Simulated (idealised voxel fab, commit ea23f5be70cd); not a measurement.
Process module under the name voxel trench capacitor
Pictured: cross-section cut, 245 nm wide, on a grid of 5 nm square cells.
When this document writes out a cross-section, it uses a grid of square cells and lists it as bands, beginning at the top and moving down, with a band standing for one or more rows of cells.
Band: top and bottom heights (nm) first, top before bottom; then materials from left to right, widths in nm. "everywhere" marks a sole material filling the band edge to edge. "empty" denotes empty space.
Heights from 0 (as-received wafer is one material below). Bottom band endless downward, as "0..down".
When a width is written as two numbers, as in "30 to 40", the first number is the width in the top row of cells of the band and the second is the width in its bottom row, and the width changes by the same amount from each row to the next.
Any step labelled "remained unchanged" changed none of the cells in the cross-section.
If an empty space has no open way to the top and is at least 8 cells in size, "Internal closed voids" lists it, written width x height at distance, where distance is measured from the left edge and every value is in nm.
That trailing text on a step's line, after the settings, is the simulator's own remark on the step.
When a step includes a mask, the "overlay nm" setting on its line states how far to the right of its planned place that mask lay, and negative values state how far to the left.
# The process steps that were planned are listed below
1. RECEIVE, material Si
2. CONFORMAL_DEP, material SiN, thk nm 10
3. MASKED_ETCH, tone open, mask id TRENCH, width nm 15, pitch nm 30, etch materials SiN, depth nm 10, overlay nm 0
4. MASKED_ETCH, tone open, mask id TRENCH, width nm 15, pitch nm 30, etch materials Si, depth nm 30, overlay nm 0
5. CONFORMAL_DEP, material Al2O3, thk nm 5
6. FILL_DEP, material polySi, thk nm 5
7. CMP, height nm 10
# Wafer at receipt (post step 1), cross-section
  0..down  Si everywhere
  Internal closed voids: none
# Cross-section at module end, one run error; start and plan unchanged from above
  10..0  SiN (75) / polySi (5) / SiN (25) / polySi (5) / SiN (25) / polySi (5) / SiN (25) / polySi (5) / SiN (75)
  0..-25  Si (70) / SiN (5) / polySi (5) / SiN (5) / Si (15) / SiN (5) / polySi (5) / SiN (5) / Si (15) / SiN (5) / polySi (5) / SiN (5) / Si (15) / SiN (5) / polySi (5) / SiN (5) / Si (70)
  -25..-30  Si (70) / SiN (15) / Si (15) / SiN (15) / Si (15) / SiN (15) / Si (15) / SiN (15) / Si (70)
  -30..down  Si everywhere
  Internal closed voids: none
Short version of what went wrong: step 5 did not use the planned setting and instead ran as CONFORMAL_DEP, material SiN, thk nm 5
